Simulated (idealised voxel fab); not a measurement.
You're looking at the process module voxel ribs on slabs.
The cross-section on display is named cut; it measures 280 nm wide, and its cells are 5 nm squares.
The cross-sections in this document take the form of a grid made of square cells. They are written out as bands, in order from top to bottom. Each band consists of one or more rows of cells. This entry defines a band. It first specifies the height of the band's top and the height of its bottom in nm, and then specifies the band's materials from left to right, stating each material with its width in nm. The word "all across" identifies a single material that fills the band from edge to edge, while the word "air" identifies empty space. Beneath 0, the wafer as received is one material, and that level is where height counting begins. The lowest band goes on downward without a bottom; it is written like "0 -> down". The width entry "30->40" should be interpreted row by row: the top row of cells in the band takes the first number, the bottom row takes the second number, and the change between adjacent rows is uniform throughout. Where a step carries "no change", the cross-section came out of it unchanged, cell for cell. Basically, "Trapped void list" tells you about the enclosed voids: empty spaces with no open way to the top, 8 cells or bigger, each written width x height at distance, where distance is from the left edge, all in nm. Post-settings text on a step line: simulator's own remark regarding the step. "overlay nm" answers the question of how far to the right of plan the mask lay on a step that has a mask, and when it is negative the answer is to the left.

-- Steps in the process plan
1 RECEIVE with material Si
2 DIRECTIONAL_DEP with material SiO2, thk nm 25
3 DIRECTIONAL_DEP with material SiN, thk nm 25
4 DIRECTIONAL_DEP with material aC, thk nm 15
5 PATTERN with tone cover, mask id RIB, material resist, width nm 20, thk nm 35, overlay nm 0
6 DIRECTIONAL_ETCH with etch materials aC, depth nm 15
7 STRIP with etch materials resist
8 DIRECTIONAL_ETCH with etch materials SiN, depth nm 10
9 STRIP with etch materials aC
10 DIRECTIONAL_DEP with material aC, thk nm 10
11 PATTERN with tone cover, mask id SLAB, material resist, width nm 90, thk nm 25, overlay nm 0
12 DIRECTIONAL_ETCH with etch materials aC, depth nm 10
13 STRIP with etch materials resist
14 DIRECTIONAL_ETCH with etch materials SiN, depth nm 15
15 STRIP with etch materials aC
16 FILL_DEP with material SiO2, thk nm 25
17 CMP with height nm 65
18 DIRECTIONAL_DEP with material TiN, thk nm 5
19 DIRECTIONAL_DEP with material aC, thk nm 15
20 PATTERN with tone cover, mask id HEATER, material resist, width nm 40, thk nm 35, overlay nm 0
21 DIRECTIONAL_ETCH with etch materials aC, depth nm 15
22 STRIP with etch materials resist
23 DIRECTIONAL_ETCH with etch materials TiN, depth nm 5
24 STRIP with etch materials aC
25 CONFORMAL_DEP with material SiO2, thk nm 10
Keep in mind the plan's value for the width nm of step 5 comes from the first wafer; the wafers don't share that setting, but they do share the same starting point.

-- As-received state after step 1, first of several wafers, cross-section
* 0 -> down  Si all across
* Trapped void list: none

-- Below: a row per wafer. Contents at end of module: for every material, cells gained since receipt (+) or lost since receipt (-); then closed voids
width nm 20; +62 SiN; +782 SiO2; +8 TiN; Trapped void list: none
width nm 25; +64 SiN; +780 SiO2; +8 TiN; Trapped void list: none
width nm 30; +66 SiN; +778 SiO2; +8 TiN; Trapped void list: none
width nm 35; +68 SiN; +776 SiO2; +8 TiN; Trapped void list: none
width nm 40; +70 SiN; +774 SiO2; +8 TiN; Trapped void list: none
width nm 45; +72 SiN; +772 SiO2; +8 TiN; Trapped void list: none
